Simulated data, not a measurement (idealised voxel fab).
The name of this process module is voxel air gaps.
Shown is cross-section cut, with a width of 285 nm and square cells of size 5 nm.
Notation: cross-section as square-cell grid; stated in bands, top first, going down; one or more cell rows per band.
First you get the band's top height and its bottom height, in nm, and then the materials it's made of, left to right, with each width in nm. If you see a single material with "all across", that one covers the band edge to edge. "blank" is empty space.
Counting heights begins at 0, where everything beneath is, in the wafer as received, one material. The lowest band has no bottom; it goes on downwards, as "z 0 and below" shows.
Read "30..40" as a graded width: first number on top, second number at the bottom, same change between each pair of neighbouring rows.
"everything unchanged" -> step changed no cross-section cell.
Closed-off voids of 8+ cells (no open route to the top) go in "Closed void inventory", written width x height at distance from the left edge, in nm.
On each step's line, the part that comes after the settings is the simulator's own comment on the step.
Steps that use a mask can have "overlay nm" on their line. It says how far the mask sat to the right of where it was meant to be. Negative means to the left.
Steps in the process plan:
1,RECEIVE | material Si
2,CONFORMAL_DEP | material SiO2 | thk nm 10
3,CONFORMAL_DEP | material SiN | thk nm 5
4,DIRECTIONAL_DEP | material SiO2 | thk nm 40
5,DIRECTIONAL_DEP | material aC | thk nm 10
6,PATTERN | tone open | mask id LINES | material resist | width nm 25 | pitch nm 50 | thk nm 30 | overlay nm 0
7,DIRECTIONAL_ETCH | etch materials aC | depth nm 10
8,STRIP | etch materials resist
9,DIRECTIONAL_ETCH | etch materials SiO2 | depth nm 40
10,STRIP | etch materials aC
11,CONFORMAL_DEP | material TiN | thk nm 5
12,FILL_DEP | material W | thk nm 10
13,CMP | height nm 55
14,EPI | material Ru | thk nm 10
15,SELECTIVE_ETCH | etch materials SiO2 | depth nm 50
16,CONFORMAL_DEP | material SiN | thk nm 5
Concerning the first of two wafers, which was run in accordance with the plan:
Incoming wafer in cross-section (state: after step 1):
    z 0 and below | Si all across
    Closed void inventory: none
State of the wafer after step 2, shown in cross-section:
    z 10 to 0 | SiO2 all across
    No changes below 0.
State of the wafer after step 3, shown in cross-section:
    z 15 to 10 | SiN all across
    No changes below 10.
State of the wafer after step 4, shown in cross-section:
    z 55 to 15 | SiO2 all across
    No changes below 15.
State of the wafer after step 5, shown in cross-section:
    z 65 to 55 | aC all across
    No changes below 55.
State of the wafer after step 6, shown in cross-section:
    z 95 to 65 | 80 of resist, then 25 of blank, then 25 of resist, then 25 of blank, then 25 of resist, then 25 of blank, then 80 of resist
    No changes below 65.
State of the wafer after step 7, shown in cross-section:
    z 85 to 65 | 80 of resist, then 25 of blank, then 25 of resist, then 25 of blank, then 25 of resist, then 25 of blank, then 80 of resist
    z 65 to 55 | 80 of aC, then 25 of blank, then 25 of aC, then 25 of blank, then 25 of aC, then 25 of blank, then 80 of aC
    No changes below 55.
State of the wafer after step 8, shown in cross-section:
    z 65 to 55 | 80 of aC, then 25 of blank, then 25 of aC, then 25 of blank, then 25 of aC, then 25 of blank, then 80 of aC
    No changes below 55.
State of the wafer after step 9, shown in cross-section:
    z 65 to 55 | 80 of aC, then 25 of blank, then 25 of aC, then 25 of blank, then 25 of aC, then 25 of blank, then 80 of aC
    z 55 to 15 | 80 of SiO2, then 25 of blank, then 25 of SiO2, then 25 of blank, then 25 of SiO2, then 25 of blank, then 80 of SiO2
    No changes below 15.
State of the wafer after step 10, shown in cross-section:
    z 55 to 15 | 80 of SiO2, then 25 of blank, then 25 of SiO2, then 25 of blank, then 25 of SiO2, then 25 of blank, then 80 of SiO2
    No changes below 15.
State of the wafer after step 11, shown in cross-section:
    z 60 to 55 | 85 of TiN, then 15 of blank, then 35 of TiN, then 15 of blank, then 35 of TiN, then 15 of blank, then 85 of TiN
    z 55 to 20 | 80 of SiO2, then 5 of TiN, then 15 of blank, then 5 of TiN, then 25 of SiO2, then 5 of TiN, then 15 of blank, then 5 of TiN, then 25 of SiO2, then 5 of TiN, then 15 of blank, then 5 of TiN, then 80 of SiO2
    z 20 to 15 | 80 of SiO2, then 25 of TiN, then 25 of SiO2, then 25 of TiN, then 25 of SiO2, then 25 of TiN, then 80 of SiO2
    No changes below 15.
State of the wafer after step 12, shown in cross-section:
    z 70 to 60 | W all across
    z 60 to 55 | 85 of TiN, then 15 of W, then 35 of TiN, then 15 of W, then 35 of TiN, then 15 of W, then 85 of TiN
    z 55 to 20 | 80 of SiO2, then 5 of TiN, then 15 of W, then 5 of TiN, then 25 of SiO2, then 5 of TiN, then 15 of W, then 5 of TiN, then 25 of SiO2, then 5 of TiN, then 15 of W, then 5 of TiN, then 80 of SiO2
    No changes below 20.
State of the wafer after step 13, shown in cross-section:
    z 55 to 20 | 80 of SiO2, then 5 of TiN, then 15 of W, then 5 of TiN, then 25 of SiO2, then 5 of TiN, then 15 of W, then 5 of TiN, then 25 of SiO2, then 5 of TiN, then 15 of W, then 5 of TiN, then 80 of SiO2
    No changes below 20.
State of the wafer after step 14, shown in cross-section:
    z 65 to 55 | 70 of blank, then 45 of Ru, then 5 of blank, then 45 of Ru, then 5 of blank, then 45 of Ru, then 70 of blank
    No changes below 55.
State of the wafer after step 15, shown in cross-section:
    z 65 to 55 | 70 of blank, then 45 of Ru, then 5 of blank, then 45 of Ru, then 5 of blank, then 45 of Ru, then 70 of blank
    z 55 to 20 | 80 of blank, then 5 of TiN, then 15 of W, then 5 of TiN, then 25 of blank, then 5 of TiN, then 15 of W, then 5 of TiN, then 25 of blank, then 5 of TiN, then 15 of W, then 5 of TiN, then 80 of blank
    z 20 to 15 | 80 of blank, then 25 of TiN, then 25 of blank, then 25 of TiN, then 25 of blank, then 25 of TiN, then 80 of blank
    No changes below 15.
State of the wafer after step 16, shown in cross-section:
    z 70 to 65 | 65 of blank, then 155 of SiN, then 65 of blank
    z 65 to 55 | 65 of blank, then 5 of SiN, then 45 of Ru, then 5 of SiN, then 45 of Ru, then 5 of SiN, then 45 of Ru, then 5 of SiN, then 65 of blank
    z 55 to 50 | 65 of blank, then 15 of SiN, then 5 of TiN, then 15 of W, then 5 of TiN, then 25 of SiN, then 5 of TiN, then 15 of W, then 5 of TiN, then 25 of SiN, then 5 of TiN, then 15 of W, then 5 of TiN, then 15 of SiN, then 65 of blank
    z 50 to 20 | 75 of blank, then 5 of SiN, then 5 of TiN, then 15 of W, then 5 of TiN, then 5 of SiN, then 15 of blank, then 5 of SiN, then 5 of TiN, then 15 of W, then 5 of TiN, then 5 of SiN, then 15 of blank, then 5 of SiN, then 5 of TiN, then 15 of W, then 5 of TiN, then 5 of SiN, then 75 of blank
    z 20 to 15 | 80 of SiN, then 25 of TiN, then 25 of SiN, then 25 of TiN, then 25 of SiN, then 25 of TiN, then 80 of SiN
    No changes below 15.
    Closed void inventory: 15 x 30 at 110; 15 x 30 at 160
For the second wafer, take the first wafer's start and plan, then add one mistake made in running it; everything through step 1, that step included, is shared with the first:
Cross-sectional view of the second wafer at the intended end time of process step 2: everything unchanged
Cross-sectional view of the second wafer at the intended end time of process step 3:
    z 5 to 0 | SiN all across
    No changes below 0.
Cross-sectional view of the second wafer at the intended end time of process step 4:
    z 45 to 5 | SiO2 all across
    No changes below 5.
Cross-sectional view of the second wafer at the intended end time of process step 5:
    z 55 to 45 | aC all across
    No changes below 45.
Cross-sectional view of the second wafer at the intended end time of process step 6:
    z 85 to 55 | 80 of resist, then 25 of blank, then 25 of resist, then 25 of blank, then 25 of resist, then 25 of blank, then 80 of resist
    No changes below 55.
Cross-sectional view of the second wafer at the intended end time of process step 7:
    z 75 to 55 | 80 of resist, then 25 of blank, then 25 of resist, then 25 of blank, then 25 of resist, then 25 of blank, then 80 of resist
    z 55 to 45 | 80 of aC, then 25 of blank, then 25 of aC, then 25 of blank, then 25 of aC, then 25 of blank, then 80 of aC
    No changes below 45.
Cross-sectional view of the second wafer at the intended end time of process step 8:
    z 55 to 45 | 80 of aC, then 25 of blank, then 25 of aC, then 25 of blank, then 25 of aC, then 25 of blank, then 80 of aC
    No changes below 45.
Cross-sectional view of the second wafer at the intended end time of process step 9:
    z 55 to 45 | 80 of aC, then 25 of blank, then 25 of aC, then 25 of blank, then 25 of aC, then 25 of blank, then 80 of aC
    z 45 to 5 | 80 of SiO2, then 25 of blank, then 25 of SiO2, then 25 of blank, then 25 of SiO2, then 25 of blank, then 80 of SiO2
    No changes below 5.
Cross-sectional view of the second wafer at the intended end time of process step 10:
    z 45 to 5 | 80 of SiO2, then 25 of blank, then 25 of SiO2, then 25 of blank, then 25 of SiO2, then 25 of blank, then 80 of SiO2
    No changes below 5.
Cross-sectional view of the second wafer at the intended end time of process step 11:
    z 50 to 45 | 85 of TiN, then 15 of blank, then 35 of TiN, then 15 of blank, then 35 of TiN, then 15 of blank, then 85 of TiN
    z 45 to 10 | 80 of SiO2, then 5 of TiN, then 15 of blank, then 5 of TiN, then 25 of SiO2, then 5 of TiN, then 15 of blank, then 5 of TiN, then 25 of SiO2, then 5 of TiN, then 15 of blank, then 5 of TiN, then 80 of SiO2
    z 10 to 5 | 80 of SiO2, then 25 of TiN, then 25 of SiO2, then 25 of TiN, then 25 of SiO2, then 25 of TiN, then 80 of SiO2
    No changes below 5.
Cross-sectional view of the second wafer at the intended end time of process step 12:
    z 60 to 50 | W all across
    z 50 to 45 | 85 of TiN, then 15 of W, then 35 of TiN, then 15 of W, then 35 of TiN, then 15 of W, then 85 of TiN
    z 45 to 10 | 80 of SiO2, then 5 of TiN, then 15 of W, then 5 of TiN, then 25 of SiO2, then 5 of TiN, then 15 of W, then 5 of TiN, then 25 of SiO2, then 5 of TiN, then 15 of W, then 5 of TiN, then 80 of SiO2
    No changes below 10.
Cross-sectional view of the second wafer at the intended end time of process step 13:
    z 55 to 50 | W all across
    No changes below 50.
Cross-sectional view of the second wafer at the intended end time of process step 14:
    z 65 to 55 | Ru all across
    No changes below 55.
Cross-sectional view of the second wafer at the intended end time of process step 15: everything unchanged
Cross-sectional view of the second wafer at the intended end time of process step 16:
    z 70 to 65 | SiN all across
    No changes below 65.
Run error: step 2 of the plan was bypassed and not carried out
Wafer comparison, final, in cells, second relative to first, materials more or fewer: Ru: 60 more; SiN: 76 fewer; SiO2: 222 more; TiN: 48 more; W: 66 more
Long story short, the first wafer ends with 2 closed voids and the second one with 0.
